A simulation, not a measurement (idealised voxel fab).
process module | voxel air gaps
cross-section cut | 240 nm wide | cells 5 nm
A cross-section is a grid of square cells, given in bands from the top down. A band is one or more rows of cells.
Each band's line starts with the height of the band's top and of its bottom, in nm. Then come its materials from left to right, each with its width in nm. One material with "throughout" fills the band from edge to edge. "air" is empty space.
Height 0 is the level under which the wafer as received is all one material. The lowest band goes on downwards, as in "0 down".
A width such as "30 to 40" changes by the same amount from each row of cells to the next, from the band's top row to its bottom row.
"no change" after a step means that no cell of the cross-section changed.
closed voids: empty space of 8 cells or more with no open way to the top, each as width x height at its distance from the left edge, in nm
after a step's settings: what the simulator itself notes on the step
overlay nm, on a step with a mask: how far to the right of its planned place the mask lay; to the left if negative
plan
1 op RECEIVE | material Si
2 op CONFORMAL_DEP | material SiO2 | thk nm 10
3 op CONFORMAL_DEP | material SiCN | thk nm 5
4 op DIRECTIONAL_DEP | material SiO2 | thk nm 40
5 op MASKED_ETCH | tone open | mask id LINES | width nm 15 | pitch nm 45 | etch materials SiO2 | depth nm 40 | overlay nm 0
6 op CONFORMAL_DEP | material TiN | thk nm 5
7 op FILL_DEP | material Cu | thk nm 10
8 op CMP | height nm 55
9 op EPI | material Ru | thk nm 10
10 op SELECTIVE_ETCH | etch materials SiO2 | depth nm 50
11 op CONFORMAL_DEP | material SiCN | thk nm 5
as received, after step 1
  0 down: Si throughout
  closed voids: none
a wafer at the end: this start, this plan, one mistake
  70 to 65: SiCN throughout
  65 to 55: Ru throughout
  55 to 50: Cu throughout
  50 to 45: TiN 50 | Cu 5 | TiN 40 | Cu 5 | TiN 40 | Cu 5 | TiN 40 | Cu 5 | TiN 50
  45 to 20: SiO2 45 | TiN 5 | Cu 5 | TiN 5 | SiO2 30 | TiN 5 | Cu 5 | TiN 5 | SiO2 30 | TiN 5 | Cu 5 | TiN 5 | SiO2 30 | TiN 5 | Cu 5 | TiN 5 | SiO2 45
  20 to 15: SiO2 45 | TiN 15 | SiO2 30 | TiN 15 | SiO2 30 | TiN 15 | SiO2 30 | TiN 15 | SiO2 45
  15 to 10: SiCN throughout
  10 to 0: SiO2 throughout
  0 down: Si throughout
  closed voids: none
what went wrong: step 4 ran as: op DIRECTIONAL_DEP | material SiO2 | thk nm 30
